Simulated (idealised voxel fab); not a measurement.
Presented below is a process module, voxel gate over fins.
The figure presents cross-section cut, which has a width of 280 nm and is divided into square cells with an edge length of 5 nm.
A cross-section is a grid of square cells, given in bands from the top down. A band is one or more rows of cells.
It is stipulated that each band's entry specify, in nanometres, the height of the top of the band and then that of its bottom, followed by the materials of the band in left-to-right sequence, each together with its width in nanometres. A single material marked by the word "full width" is understood to fill the band from edge to edge; the word "empty" is understood to denote empty space.
Counting heights begins at 0, where everything beneath is, in the wafer as received, one material. The lowest band has no bottom; it goes on downwards, as "0 nm and below" shows.
It should be noted that a width expressed as "30 to 40" varies in equal increments from row to row of cells within the band, taking the value of the first number at the top row and that of the second number at the bottom row.
Given "nothing was modified" for a step, no cell of the cross-section differs between before and after that step.
Each empty space that has no open way to the top and spans at least 8 cells appears under "Sealed cavities" as width x height at distance, the distance counted from the left edge, all in nm.
Whatever follows a step's settings on its line is a remark the simulator itself makes about that step.
"overlay nm", when on a step's line for a step with a mask, measures how far to the right of its planned place the mask lay; a negative measure means to the left.

-- Process steps foreseen in the plan
1,RECEIVE with material Si
2,CONFORMAL_DEP with material SiN, thk nm 5
3,PATTERN with tone cover, mask id FINS, material resist, width nm 15, pitch nm 55, thk nm 15, overlay nm 0
4,DIRECTIONAL_ETCH with etch materials SiN, depth nm 5
5,DIRECTIONAL_ETCH with etch materials Si, depth nm 35
6,STRIP with etch materials resist
7,OXIDIZE with depth nm 5
8,FILL_DEP with material SiO2, thk nm 15
9,CMP with height nm 5
10,DIRECTIONAL_DEP with material aC, thk nm 10
11,PATTERN with tone open, mask id RAIL, material resist, width nm 15, thk nm 25, overlay nm 0
12,DIRECTIONAL_ETCH with etch materials aC, depth nm 10
13,STRIP with etch materials resist
14,DIRECTIONAL_ETCH with etch materials SiO2, depth nm 35
15,STRIP with etch materials aC
16,CONFORMAL_DEP with material TiN, thk nm 5
17,FILL_DEP with material W, thk nm 5
18,CMP with height nm 5
19,SELECTIVE_ETCH with etch materials W Ru TiN, depth nm 25
20,FILL_DEP with material SiO2, thk nm 5
21,CMP with height nm 5
22,SELECTIVE_ETCH with etch materials SiO2, depth nm 15
23,STRIP with etch materials SiN
24,CONFORMAL_DEP with material HfO2, thk nm 5
25,CONFORMAL_DEP with material TiN, thk nm 5
26,CONFORMAL_DEP with material TiAl, thk nm 5
27,CONFORMAL_DEP with material TiN, thk nm 5
28,FILL_DEP with material W, thk nm 15
29,CMP with height nm 30
30,CONFORMAL_DEP with material SiN, thk nm 5

-- Delivered wafer in cross-section: state after step 1
0 nm and below: Si full width
Sealed cavities: none

-- What the wafer looks like in cross-section after this module, when it starts as shown above and follows the plan above but one mistake is made in running it
35 nm to 30 nm: SiN full width
30 nm to 20 nm: W full width
20 nm to 15 nm: W (60); TiN (45); W (10); TiN (45); W (10); TiN (45); W (65)
15 nm to 10 nm: W (60); TiN (5); TiAl (35); TiN (5); W (10); TiN (5); TiAl (35); TiN (5); W (10); TiN (5); TiAl (35); TiN (5); W (65)
10 nm to 5 nm: TiN (65); TiAl (5); TiN (25); TiAl (5); TiN (20); TiAl (5); TiN (25); TiAl (5); TiN (20); TiAl (5); TiN (25); TiAl (5); TiN (70)
5 nm to 0 nm: TiAl (70); TiN (5); HfO2 (15); TiN (5); TiAl (30); TiN (5); HfO2 (15); TiN (5); TiAl (30); TiN (5); HfO2 (15); TiN (5); TiAl (75)
0 nm to -5 nm: TiN (75); HfO2 (5); Si (5); HfO2 (5); TiN (40); HfO2 (5); Si (5); HfO2 (5); TiN (40); HfO2 (5); Si (5); HfO2 (5); TiN (80)
-5 nm to -10 nm: HfO2 (80); Si (5); HfO2 (50); Si (5); HfO2 (50); Si (5); HfO2 (85)
-10 nm to -20 nm: SiO2 (80); Si (5); SiO2 (50); Si (5); SiO2 (50); Si (5); SiO2 (85)
-20 nm to -25 nm: SiO2 (80); Si (5); SiO2 (15); TiN (5); W (10); TiN (5); SiO2 (15); Si (5); SiO2 (50); Si (5); SiO2 (85)
-25 nm to -30 nm: SiO2 (80); Si (5); SiO2 (15); TiN (20); SiO2 (15); Si (5); SiO2 (50); Si (5); SiO2 (85)
-30 nm to -40 nm: SiO2 (80); Si (5); SiO2 (50); Si (5); SiO2 (50); Si (5); SiO2 (85)
-40 nm and below: Si full width
Sealed cavities: none
Diagnosis: step 11 was run on a setting that differed from the plan, and what really ran there is PATTERN with tone open, mask id RAIL, material resist, width nm 20, thk nm 25, overlay nm 0
